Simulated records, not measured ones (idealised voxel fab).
A process module follows: voxel released beams.
The cross-section shown here is cut; it is 185 nm wide and divided into square cells measuring 5 nm on a side.
Reading order for cross-sections: top band down to bottom band. Underlying form: a grid of square cells. Band size: one or more rows of cells. Read a band's entry like this: the first values are the height of its top and the height of its bottom in nm, and what follows is the sequence of materials from left to right, each with its width in nm. Note that "empty" is empty space, and that a single material marked "all across" reaches across the band from edge to edge. We count height from 0. Below that, the starting wafer is all one material. The lowest band never ends at the bottom but goes on down; see "0 and below" for how that is written. Top row gets the first number, bottom row gets the second, and each row in between changes by the same step: that is how a band width like "30 to 40" works. The designation "remains unaltered", where it is given for a processing step, indicates that no cell of the cross-section was altered in the course of that step. Under "Enclosed void list" you'll find the enclosed gaps, the ones with no way out to the top, that are 8 cells or bigger; each reads width x height at distance, with distance counted from the left edge, everything in nm. The remark found on a step's line after its settings is issued by the simulator itself and pertains to that step. "overlay nm", when on a step's line for a step with a mask, measures how far to the right of its planned place the mask lay; a negative measure means to the left.
**Process steps (planned)**
1. op RECEIVE | material Si
2. op CONFORMAL_DEP | material Al2O3 | thk nm 10
3. op DIRECTIONAL_DEP | material SiO2 | thk nm 15
4. op DIRECTIONAL_DEP | material aC | thk nm 15
5. op PATTERN | tone open | mask id ANCHOR | material resist | width nm 40 | thk nm 35 | overlay nm 0
6. op DIRECTIONAL_ETCH | etch materials aC | depth nm 15
7. op STRIP | etch materials resist
8. op DIRECTIONAL_ETCH | etch materials SiO2 | depth nm 15
9. op STRIP | etch materials aC
10. op CONFORMAL_DEP | material W | thk nm 5
11. op MASKED_ETCH | tone cover | mask id BEAM | width nm 105 | etch materials W | depth nm 15 | overlay nm 0
12. op STRIP | etch materials SiO2
It is noted that the wafers described herein are identical at the outset and are distinguished by the thk nm of step 10; the value stated in the plan corresponds to the first wafer.
**Cross-section of the first of several wafers as received (after step 1)**
- 0 and below  Si all across
- Enclosed void list: none
**Post step 12, the closing step of the module: first of several wafers, cross-sectioned**
- 30 down to 25  empty (35) / W (10) / empty (30) / W (65) / empty (45)
- 25 down to 15  empty (40) / W (5) / empty (30) / W (5) / empty (105)
- 15 down to 10  empty (40) / W (40) / empty (105)
- 10 down to 0  Al2O3 all across
- 0 and below  Si all across
- Enclosed void list: none
**Cross-section, module end, final of several wafers**
- 55 down to 40  empty (35) / W (105) / empty (45)
- 40 down to 25  W all across
- 25 down to 10  SiO2 (40) / W (40) / SiO2 (105)
- 10 down to 0  Al2O3 all across
- 0 and below  Si all across
- Enclosed void list: none
**The following table contains a row per wafer, in which are reported, at the conclusion of the module, the cells of each material gained (+) or lost (-) since the wafer's receipt, with its closed voids given thereafter**
thk nm 5, +74 Al2O3, +27 W, Enclosed void list: none
thk nm 10, +74 Al2O3, +54 W, Enclosed void list: none
thk nm 15, +74 Al2O3, +81 W, Enclosed void list: none
thk nm 20, +74 Al2O3, +87 SiO2, +124 W, Enclosed void list: none
thk nm 25, +74 Al2O3, +87 SiO2, +161 W, Enclosed void list: none
thk nm 30, +74 Al2O3, +87 SiO2, +198 W, Enclosed void list: none
